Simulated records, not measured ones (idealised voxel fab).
The following is a process module called voxel ribs on slabs.
Section shown: cut. Width: 140 nm. Cell size: 5 nm, square.
Cross-section layout: square cells on a grid; listed as bands, top to bottom; a band spans one or more cell rows. Within each band entry, the heights of the top and of the bottom of the band appear first, in that order and in nm; the materials of the band then follow from left to right, each with its corresponding width in nm. The designation "edge to edge" on a single material indicates that it fills the band from edge to edge; the designation "air" indicates empty space. Heights from 0 (as-received wafer is one material below). Bottom band endless downward, as "0 and below". Graded width ("30..40"): value in top row of band = first number; value in bottom row = second number; row-to-row change constant. "no change occurred" (step): cross-section cells unchanged, all of them. Empty spaces counting at least 8 cells and having no open way to the top are listed in "Sealed cavities". The notation width x height at distance is used for each, the distance being from the left edge and all three values in nm. Heads up: the bit after the settings on a step's line is the simulator's remark on that step. Regarding "overlay nm": on a step with a mask, it is the distance the mask lay to the right of its planned place; a negative value places it to the left.
Listed below are the process steps as planned:
- 1: RECEIVE (material Si)
- 2: DIRECTIONAL_DEP (material SiO2; thk nm 30)
- 3: DIRECTIONAL_DEP (material SiN; thk nm 20)
- 4: DIRECTIONAL_DEP (material aC; thk nm 15)
- 5: PATTERN (tone cover; mask id RIB; material resist; width nm 20; thk nm 35; overlay nm -15)
- 6: DIRECTIONAL_ETCH (etch materials aC; depth nm 15)
- 7: STRIP (etch materials resist)
- 8: DIRECTIONAL_ETCH (etch materials SiN; depth nm 10)
- 9: STRIP (etch materials aC)
- 10: DIRECTIONAL_DEP (material aC; thk nm 15)
- 11: PATTERN (tone cover; mask id SLAB; material resist; width nm 50; thk nm 35; overlay nm 0)
- 12: DIRECTIONAL_ETCH (etch materials aC; depth nm 15)
- 13: STRIP (etch materials resist)
- 14: DIRECTIONAL_ETCH (etch materials SiN; depth nm 10)
- 15: STRIP (etch materials aC)
- 16: FILL_DEP (material SiO2; thk nm 25)
- 17: CMP (height nm 65)
- 18: DIRECTIONAL_DEP (material TiN; thk nm 5)
- 19: DIRECTIONAL_DEP (material aC; thk nm 10)
- 20: PATTERN (tone cover; mask id HEATER; material resist; width nm 30; thk nm 25; overlay nm 0)
- 21: DIRECTIONAL_ETCH (etch materials aC; depth nm 10)
- 22: STRIP (etch materials resist)
- 23: DIRECTIONAL_ETCH (etch materials TiN; depth nm 5)
- 24: STRIP (etch materials aC)
- 25: CONFORMAL_DEP (material SiN; thk nm 10)
Wafer-to-wafer difference: overlay nm, step 5. Common start. Plan = first wafer's value.
Received wafers, first of several: cross-section after step 1:
  0 and below = Si edge to edge
  Sealed cavities: none
End-of-module cross-section, first of several wafers, after last step 25:
  80 down to 75 = 45 air; 50 SiN; 45 air
  75 down to 70 = SiN edge to edge
  70 down to 65 = 55 SiN; 30 TiN; 55 SiN
  65 down to 50 = SiO2 edge to edge
  50 down to 40 = 45 SiO2; 20 SiN; 75 SiO2
  40 down to 30 = 45 SiO2; 50 SiN; 45 SiO2
  30 down to 0 = SiO2 edge to edge
  0 and below = Si edge to edge
  Sealed cavities: none
Final wafer of several, shown in cross-section at the end of the module:
  80 down to 75 = 45 air; 50 SiN; 45 air
  75 down to 70 = SiN edge to edge
  70 down to 65 = 55 SiN; 30 TiN; 55 SiN
  65 down to 50 = SiO2 edge to edge
  50 down to 40 = 75 SiO2; 20 SiN; 45 SiO2
  40 down to 30 = 45 SiO2; 50 SiN; 45 SiO2
  30 down to 0 = SiO2 edge to edge
  0 and below = Si edge to edge
  Sealed cavities: none
The rows of the table below are wafers. Looking at the end of the module, a row counts, for every material, the cells the wafer has gained, shown as (+), or lost, shown as (-), since it was received; its closed voids come next:
overlay nm -15; +88 SiN; +336 SiO2; +6 TiN; Sealed cavities: none
overlay nm -10; +88 SiN; +336 SiO2; +6 TiN; Sealed cavities: none
overlay nm -5; +88 SiN; +336 SiO2; +6 TiN; Sealed cavities: none
overlay nm 0; +88 SiN; +336 SiO2; +6 TiN; Sealed cavities: none
overlay nm 5; +88 SiN; +336 SiO2; +6 TiN; Sealed cavities: none
overlay nm 10; +88 SiN; +336 SiO2; +6 TiN; Sealed cavities: none
overlay nm 15; +88 SiN; +336 SiO2; +6 TiN; Sealed cavities: none
